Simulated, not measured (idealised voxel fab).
Presented below is a process module, voxel air gaps.
cross-section cut | 250 nm wide | cells 5 nm
If you're reading a cross-section in this doc, picture square cells in a grid; it comes to you as bands, top ones listed first down to the bottom, and a band can be one or more rows of cells.
It is stipulated that each band's entry specify, in nanometres, the height of the top of the band and then that of its bottom, followed by the materials of the band in left-to-right sequence, each together with its width in nanometres. A single material marked by the word "all across" is understood to fill the band from edge to edge; the word "air" is understood to denote empty space.
Heights are measured from 0, the level below which the as-received wafer is all one material; the lowest band has no bottom and continues downward, written as in "0..down".
A width such as "30..40" changes by the same amount from each row of cells to the next, from the band's top row to its bottom row.
"nothing altered" after a step means that no cell of the cross-section changed.
"Enclosed void entries" specifies each empty space that is not open to the top and that occupies no fewer than 8 cells, using the form width x height at distance, the distance measured from the left edge and all three quantities in nm.
Note: text after step settings on the step line = simulator remark on that step.
"overlay nm" denotes, for a step that has a mask, the displacement of the mask to the right of its planned place, with negative values corresponding to the left.
-- Process steps - plan
1) RECEIVE | material Si
2) CONFORMAL_DEP | material SiO2 | thk nm 10
3) CONFORMAL_DEP | material SiN | thk nm 5
4) DIRECTIONAL_DEP | material SiO2 | thk nm 35
5) DIRECTIONAL_DEP | material aC | thk nm 10
6) PATTERN | tone open | mask id LINES | material resist | width nm 15 | pitch nm 45 | thk nm 25 | overlay nm 0
7) DIRECTIONAL_ETCH | etch materials aC | depth nm 10
8) STRIP | etch materials resist
9) DIRECTIONAL_ETCH | etch materials SiO2 | depth nm 35
10) STRIP | etch materials aC
11) CONFORMAL_DEP | material TiN | thk nm 5
12) FILL_DEP | material W | thk nm 5
13) CMP | height nm 50
14) EPI | material Ru | thk nm 10
15) SELECTIVE_ETCH | etch materials SiO2 | depth nm 45
16) CONFORMAL_DEP | material SiN | thk nm 5
-- First out of two wafers; run went to plan
-- Wafer as received: cross-section following step 1
0..down  Si all across
Enclosed void entries: none
-- Wafer after step 2 (cross-section)
10..0  SiO2 all across
Under the height 0 nothing was changed.
-- Wafer after step 3 (cross-section)
15..10  SiN all across
Under the height 10 nothing was changed.
-- Wafer after step 4 (cross-section)
50..15  SiO2 all across
Under the height 15 nothing was changed.
-- Wafer after step 5 (cross-section)
60..50  aC all across
Under the height 50 nothing was changed.
-- Wafer after step 6 (cross-section)
85..60  resist (70)  air (15)  resist (30)  air (15)  resist (30)  air (15)  resist (75)
Under the height 60 nothing was changed.
-- Wafer after step 7 (cross-section)
75..60  resist (70)  air (15)  resist (30)  air (15)  resist (30)  air (15)  resist (75)
60..50  aC (70)  air (15)  aC (30)  air (15)  aC (30)  air (15)  aC (75)
Under the height 50 nothing was changed.
-- Wafer after step 8 (cross-section)
60..50  aC (70)  air (15)  aC (30)  air (15)  aC (30)  air (15)  aC (75)
Under the height 50 nothing was changed.
-- Wafer after step 9 (cross-section)
60..50  aC (70)  air (15)  aC (30)  air (15)  aC (30)  air (15)  aC (75)
50..15  SiO2 (70)  air (15)  SiO2 (30)  air (15)  SiO2 (30)  air (15)  SiO2 (75)
Under the height 15 nothing was changed.
-- Wafer after step 10 (cross-section)
50..15  SiO2 (70)  air (15)  SiO2 (30)  air (15)  SiO2 (30)  air (15)  SiO2 (75)
Under the height 15 nothing was changed.
-- Wafer after step 11 (cross-section)
55..50  TiN (75)  air (5)  TiN (40)  air (5)  TiN (40)  air (5)  TiN (80)
50..20  SiO2 (70)  TiN (5)  air (5)  TiN (5)  SiO2 (30)  TiN (5)  air (5)  TiN (5)  SiO2 (30)  TiN (5)  air (5)  TiN (5)  SiO2 (75)
20..15  SiO2 (70)  TiN (15)  SiO2 (30)  TiN (15)  SiO2 (30)  TiN (15)  SiO2 (75)
Under the height 15 nothing was changed.
-- Wafer after step 12 (cross-section)
60..55  W all across
55..50  TiN (75)  W (5)  TiN (40)  W (5)  TiN (40)  W (5)  TiN (80)
50..20  SiO2 (70)  TiN (5)  W (5)  TiN (5)  SiO2 (30)  TiN (5)  W (5)  TiN (5)  SiO2 (30)  TiN (5)  W (5)  TiN (5)  SiO2 (75)
Under the height 20 nothing was changed.
-- Wafer after step 13 (cross-section)
50..20  SiO2 (70)  TiN (5)  W (5)  TiN (5)  SiO2 (30)  TiN (5)  W (5)  TiN (5)  SiO2 (30)  TiN (5)  W (5)  TiN (5)  SiO2 (75)
Under the height 20 nothing was changed.
-- Wafer after step 14 (cross-section)
60..50  air (60)  Ru (35)  air (10)  Ru (35)  air (10)  Ru (35)  air (65)
Under the height 50 nothing was changed.
-- Wafer after step 15 (cross-section)
60..50  air (60)  Ru (35)  air (10)  Ru (35)  air (10)  Ru (35)  air (65)
50..20  air (70)  TiN (5)  W (5)  TiN (5)  air (30)  TiN (5)  W (5)  TiN (5)  air (30)  TiN (5)  W (5)  TiN (5)  air (75)
20..15  air (70)  TiN (15)  air (30)  TiN (15)  air (30)  TiN (15)  air (75)
Under the height 15 nothing was changed.
-- Wafer after step 16 (cross-section)
65..60  air (55)  SiN (135)  air (60)
60..50  air (55)  SiN (5)  Ru (35)  SiN (10)  Ru (35)  SiN (10)  Ru (35)  SiN (5)  air (60)
50..45  air (55)  SiN (15)  TiN (5)  W (5)  TiN (5)  SiN (30)  TiN (5)  W (5)  TiN (5)  SiN (30)  TiN (5)  W (5)  TiN (5)  SiN (15)  air (60)
45..20  air (65)  SiN (5)  TiN (5)  W (5)  TiN (5)  SiN (5)  air (20)  SiN (5)  TiN (5)  W (5)  TiN (5)  SiN (5)  air (20)  SiN (5)  TiN (5)  W (5)  TiN (5)  SiN (5)  air (70)
20..15  SiN (70)  TiN (15)  SiN (30)  TiN (15)  SiN (30)  TiN (15)  SiN (75)
Under the height 15 nothing was changed.
Enclosed void entries: 20 x 25 at 90; 20 x 25 at 135
-- What follows concerns the second wafer, which started out like the first and was meant to follow the very same plan; one mistake crept in when it was run, but everything up to and including step 2 is the same as for the first wafer
-- Second wafer cross-section, taken as of the time the plan sets for step 3 to be done
45..0  SiO2 all across
Under the height 0 nothing was changed.
-- Second wafer cross-section, taken as of the time the plan sets for step 4 to be done
50..45  SiN all across
Under the height 45 nothing was changed.
-- Second wafer cross-section, taken as of the time the plan sets for step 5 to be done
60..50  aC all across
Under the height 50 nothing was changed.
-- Second wafer cross-section, taken as of the time the plan sets for step 6 to be done
85..60  resist (70)  air (15)  resist (30)  air (15)  resist (30)  air (15)  resist (75)
Under the height 60 nothing was changed.
-- Second wafer cross-section, taken as of the time the plan sets for step 7 to be done
75..60  resist (70)  air (15)  resist (30)  air (15)  resist (30)  air (15)  resist (75)
60..50  aC (70)  air (15)  aC (30)  air (15)  aC (30)  air (15)  aC (75)
Under the height 50 nothing was changed.
-- Second wafer cross-section, taken as of the time the plan sets for step 8 to be done
60..50  aC (70)  air (15)  aC (30)  air (15)  aC (30)  air (15)  aC (75)
Under the height 50 nothing was changed.
Second wafer cross-section, taken as of the time the plan sets for step 9 to be done: nothing altered
-- Second wafer cross-section, taken as of the time the plan sets for step 10 to be done
50..45  SiN all across
Under the height 45 nothing was changed.
-- Second wafer cross-section, taken as of the time the plan sets for step 11 to be done
55..50  TiN all across
Under the height 50 nothing was changed.
-- Second wafer cross-section, taken as of the time the plan sets for step 12 to be done
60..55  W all across
Under the height 55 nothing was changed.
-- Second wafer cross-section, taken as of the time the plan sets for step 13 to be done
50..45  SiN all across
Under the height 45 nothing was changed.
Second wafer cross-section, taken as of the time the plan sets for step 14 to be done: nothing altered
Second wafer cross-section, taken as of the time the plan sets for step 15 to be done: nothing altered
-- Second wafer cross-section, taken as of the time the plan sets for step 16 to be done
55..45  SiN all across
Under the height 45 nothing was changed.
What went wrong in running the wafer? the executed order of steps 3 and 4 is the reverse of that specified in the plan, each step having taken the other's position
Per the end-of-run cell counts, the second wafer holds more or fewer of some materials than the first: Ru -42; SiN -78; SiO2 +350; TiN -45; W -18
Final closed voids: first wafer 2, second wafer 0.
